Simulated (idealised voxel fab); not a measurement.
Module name: voxel transistor to metal (process module)
Cross-sectional view cut (width: 190 nm; square cell size: 5 nm).
Bands, listed from the top down, are how a cross-section gets written in this document; the cross-section itself is a grid of square cells, and a band is one or more rows of them.
Quick guide to a band line: top height, bottom height (nm) up front; then every material left to right with its width in nm. Only one material and it's marked "everywhere"? Then it fills the band edge to edge. And "empty" just means empty space.
It should be noted that heights are counted from 0, beneath which the wafer as supplied is of one material throughout, and that the lowest band possesses no lower boundary but continues downward, as written in "top 0, no bottom".
Note: "30..40" means the width goes from the first number (top row of the band) to the second number (bottom row) in equal steps per row of cells.
For the purposes of this document, the phrase "no modification" attached to a step denotes that no cell within the cross-section was modified by that step.
In the "closed voids" entry, you get each enclosed empty space of 8 cells or more, one with no open way to the top, written width x height at distance, distance from the left edge, in nm.
Note: text after step settings on the step line = simulator remark on that step.
overlay nm: how far to the right of its planned place the mask lay on this masked step (negative: to the left).
The planned process steps are enumerated hereunder
| 1 | RECEIVE,material Si |
| 2 | OXIDIZE,depth nm 5 |
| 3 | CONFORMAL_DEP,material SiN,thk nm 15 |
| 4 | PATTERN,tone cover,mask id ACTIVE,material resist,width nm 115,thk nm 15,overlay nm 0 |
| 5 | DIRECTIONAL_ETCH,etch materials SiN,depth nm 15 |
| 6 | DIRECTIONAL_ETCH,etch materials SiO2,depth nm 5 |
| 7 | DIRECTIONAL_ETCH,etch materials Si,depth nm 30 |
| 8 | STRIP,etch materials resist |
| 9 | FILL_DEP,material SiO2,thk nm 15 |
| 10 | CMP,height nm 15 |
| 11 | SELECTIVE_ETCH,etch materials SiO2,depth nm 15 |
| 12 | STRIP,etch materials SiN |
| 13 | SELECTIVE_ETCH,etch materials SiO2,depth nm 5 |
| 14 | OXIDIZE,depth nm 5 |
| 15 | DIRECTIONAL_DEP,material polySi,thk nm 25 |
| 16 | DIRECTIONAL_DEP,material SiCN,thk nm 10 |
| 17 | DIRECTIONAL_DEP,material aC,thk nm 10 |
| 18 | PATTERN,tone cover,mask id GATE,material resist,width nm 25,thk nm 30,overlay nm 0 |
| 19 | DIRECTIONAL_ETCH,etch materials aC,depth nm 10 |
| 20 | STRIP,etch materials resist |
| 21 | DIRECTIONAL_ETCH,etch materials SiCN,depth nm 20 |
| 22 | DIRECTIONAL_ETCH,etch materials polySi,depth nm 35 |
| 23 | STRIP,etch materials aC |
| 24 | CONFORMAL_DEP,material SiO2,thk nm 5 |
| 25 | DIRECTIONAL_ETCH,etch materials SiO2,depth nm 5 |
| 26 | CONFORMAL_DEP,material SiN,thk nm 5 |
| 27 | DIRECTIONAL_ETCH,etch materials SiN,depth nm 5 |
| 28 | DIRECTIONAL_ETCH,etch materials SiO2,depth nm 5 |
| 29 | DIRECTIONAL_ETCH,etch materials Si,depth nm 10 |
| 30 | EPI,material SiGe,thk nm 10 |
| 31 | FILL_DEP,material SiO2,thk nm 5 |
| 32 | CMP,height nm 30 |
| 33 | DIRECTIONAL_DEP,material SiO2,thk nm 15 |
| 34 | DIRECTIONAL_DEP,material aC,thk nm 15 |
| 35 | PATTERN,tone open,mask id CONTACT,material resist,width nm 30,pitch nm 65,thk nm 30,overlay nm 0 |
| 36 | DIRECTIONAL_ETCH,etch materials aC,depth nm 15 |
| 37 | STRIP,etch materials resist |
| 38 | DIRECTIONAL_ETCH,etch materials SiO2,depth nm 55 |
| 39 | STRIP,etch materials aC |
| 40 | CONFORMAL_DEP,material TiN,thk nm 5 |
| 41 | FILL_DEP,material Ru,thk nm 5 |
| 42 | CMP,height nm 45 |
| 43 | DIRECTIONAL_DEP,material TiN,thk nm 5 |
| 44 | DIRECTIONAL_DEP,material Ru,thk nm 25 |
| 45 | PATTERN,tone cover,mask id METAL_1,material resist,width nm 20,pitch nm 75,thk nm 15,overlay nm 0 |
| 46 | DIRECTIONAL_ETCH,etch materials Ru,depth nm 25 |
| 47 | DIRECTIONAL_ETCH,etch materials TiN,depth nm 5 |
| 48 | STRIP,etch materials resist |
| 49 | FILL_DEP,material lowk,thk nm 10 |
| 50 | CMP,height nm 75 |
| 51 | CONFORMAL_DEP,material SiCN,thk nm 5 |
| 52 | DIRECTIONAL_DEP,material SiO2,thk nm 25 |
| 53 | PATTERN,tone open,mask id METAL_2,material resist,width nm 20,pitch nm 75,thk nm 20,overlay nm 0 |
| 54 | DIRECTIONAL_ETCH,etch materials SiO2,depth nm 15 |
| 55 | STRIP,etch materials resist |
| 56 | DIRECTIONAL_DEP,material aC,thk nm 15 |
| 57 | PATTERN,tone open,mask id METAL_2_HOLES,material resist,width nm 15,pitch nm 75,thk nm 35,overlay nm 0 |
| 58 | DIRECTIONAL_ETCH,etch materials aC,depth nm 15 |
| 59 | STRIP,etch materials resist |
| 60 | DIRECTIONAL_ETCH,etch materials SiO2,depth nm 10 |
| 61 | DIRECTIONAL_ETCH,etch materials SiCN,depth nm 5 |
| 62 | STRIP,etch materials aC |
| 63 | CONFORMAL_DEP,material TiN,thk nm 5 |
| 64 | FILL_DEP,material Cu,thk nm 5 |
| 65 | CMP,height nm 105 |
| 66 | CONFORMAL_DEP,material SiCN,thk nm 5 |
As-received wafer cross-section (after step 1)
	top 0, no bottom | Si everywhere
	closed voids: none
First of two wafers at the end of the module, shown in cross-section; run carried out as planned
	top 110, bottom 105 | SiCN everywhere
	top 105, bottom 95 | SiO2 45  TiN 5  Cu 10  TiN 5  SiO2 55  TiN 5  Cu 10  TiN 5  SiO2 50
	top 95, bottom 90 | SiO2 45  TiN 5  Cu 5  TiN 10  SiO2 55  TiN 5  Cu 5  TiN 10  SiO2 50
	top 90, bottom 80 | SiO2 45  TiN 5  Cu 5  TiN 5  SiO2 60  TiN 5  Cu 5  TiN 5  SiO2 55
	top 80, bottom 75 | SiCN 45  TiN 15  SiCN 60  TiN 15  SiCN 55
	top 75, bottom 50 | lowk 45  Ru 20  lowk 55  Ru 20  lowk 50
	top 50, bottom 45 | lowk 45  TiN 20  lowk 55  TiN 20  lowk 50
	top 45, bottom 35 | SiO2 45  TiN 5  Ru 20  TiN 5  SiO2 35  TiN 5  Ru 20  TiN 5  SiO2 50
	top 35, bottom 30 | SiO2 45  TiN 5  Ru 15  TiN 10  SiO2 35  TiN 10  Ru 15  TiN 5  SiO2 50
	top 30, bottom 20 | SiO2 45  TiN 5  Ru 15  TiN 5  SiN 5  SiO2 5  SiCN 25  SiO2 5  SiN 5  TiN 5  Ru 15  TiN 5  SiO2 50
	top 20, bottom 5 | SiO2 45  TiN 5  Ru 15  TiN 5  SiN 5  SiO2 5  polySi 25  SiO2 5  SiN 5  TiN 5  Ru 15  TiN 5  SiO2 50
	top 5, bottom 0 | SiO2 45  TiN 5  Ru 5  TiN 15  SiN 5  SiO2 5  polySi 25  SiO2 5  SiN 5  TiN 15  Ru 5  TiN 5  SiO2 50
	top 0, bottom -5 | SiO2 45  TiN 5  Ru 5  TiN 5  SiGe 10  SiN 5  SiO2 5  polySi 25  SiO2 5  SiN 5  SiGe 10  TiN 5  Ru 5  TiN 5  SiO2 50
	top -5, bottom -10 | SiO2 45  TiN 15  SiGe 10  SiO2 45  SiGe 10  TiN 15  SiO2 50
	top -10, bottom -20 | SiO2 35  SiGe 35  Si 45  SiGe 35  SiO2 40
	top -20, bottom -35 | SiO2 35  Si 115  SiO2 40
	top -35, no bottom | Si everywhere
	closed voids: none
End of module, second wafer, cross-section. Started like the first, planned like the first, run with one mistake
	top 110, bottom 105 | SiCN everywhere
	top 105, bottom 95 | SiO2 45  TiN 5  Cu 10  TiN 5  SiO2 55  TiN 5  Cu 10  TiN 5  SiO2 50
	top 95, bottom 90 | SiO2 45  TiN 5  Cu 5  TiN 10  SiO2 55  TiN 5  Cu 5  TiN 10  SiO2 50
	top 90, bottom 80 | SiO2 45  TiN 5  Cu 5  TiN 5  SiO2 60  TiN 5  Cu 5  TiN 5  SiO2 55
	top 80, bottom 75 | SiCN 45  TiN 15  SiCN 60  TiN 15  SiCN 55
	top 75, bottom 50 | lowk 45  Ru 20  lowk 55  Ru 20  lowk 50
	top 50, bottom 45 | lowk 45  TiN 20  lowk 55  TiN 20  lowk 50
	top 45, bottom 35 | SiO2 45  TiN 5  Ru 20  TiN 5  SiO2 35  TiN 5  Ru 20  TiN 5  SiO2 50
	top 35, bottom 30 | SiO2 45  TiN 5  Ru 15  TiN 10  SiO2 35  TiN 10  Ru 15  TiN 5  SiO2 50
	top 30, bottom 20 | SiO2 45  TiN 5  Ru 15  TiN 5  SiN 5  SiO2 5  SiCN 25  SiO2 5  SiN 5  TiN 5  Ru 15  TiN 5  SiO2 50
	top 20, bottom 5 | SiO2 45  TiN 5  Ru 15  TiN 5  SiN 5  SiO2 5  polySi 25  SiO2 5  SiN 5  TiN 5  Ru 15  TiN 5  SiO2 50
	top 5, bottom 0 | SiO2 45  TiN 5  Ru 5  TiN 15  SiN 5  SiO2 5  polySi 25  SiO2 5  SiN 5  TiN 15  Ru 5  TiN 5  SiO2 50
	top 0, bottom -5 | SiO2 45  TiN 5  Ru 5  TiN 5  SiGe 10  SiN 5  SiO2 5  polySi 25  SiO2 5  SiN 5  SiGe 10  TiN 5  Ru 5  TiN 5  SiO2 50
	top -5, bottom -10 | SiO2 25  SiN 5  SiO2 15  TiN 15  SiGe 10  SiO2 45  SiGe 10  TiN 15  SiO2 15  SiN 5  SiO2 30
	top -10, bottom -20 | SiO2 25  SiN 5  SiO2 10  SiGe 30  Si 45  SiGe 30  SiO2 10  SiN 5  SiO2 30
	top -20, bottom -25 | SiO2 40  Si 105  SiO2 45
	top -25, bottom -35 | SiO2 35  Si 115  SiO2 40
	top -35, no bottom | Si everywhere
	closed voids: none
What was the processing mistake? plan step 11 ran twice
Bottom line after processing is that, in cells, the second wafer is up or down on some materials versus the first: -2 Si | -4 SiGe | +6 SiN
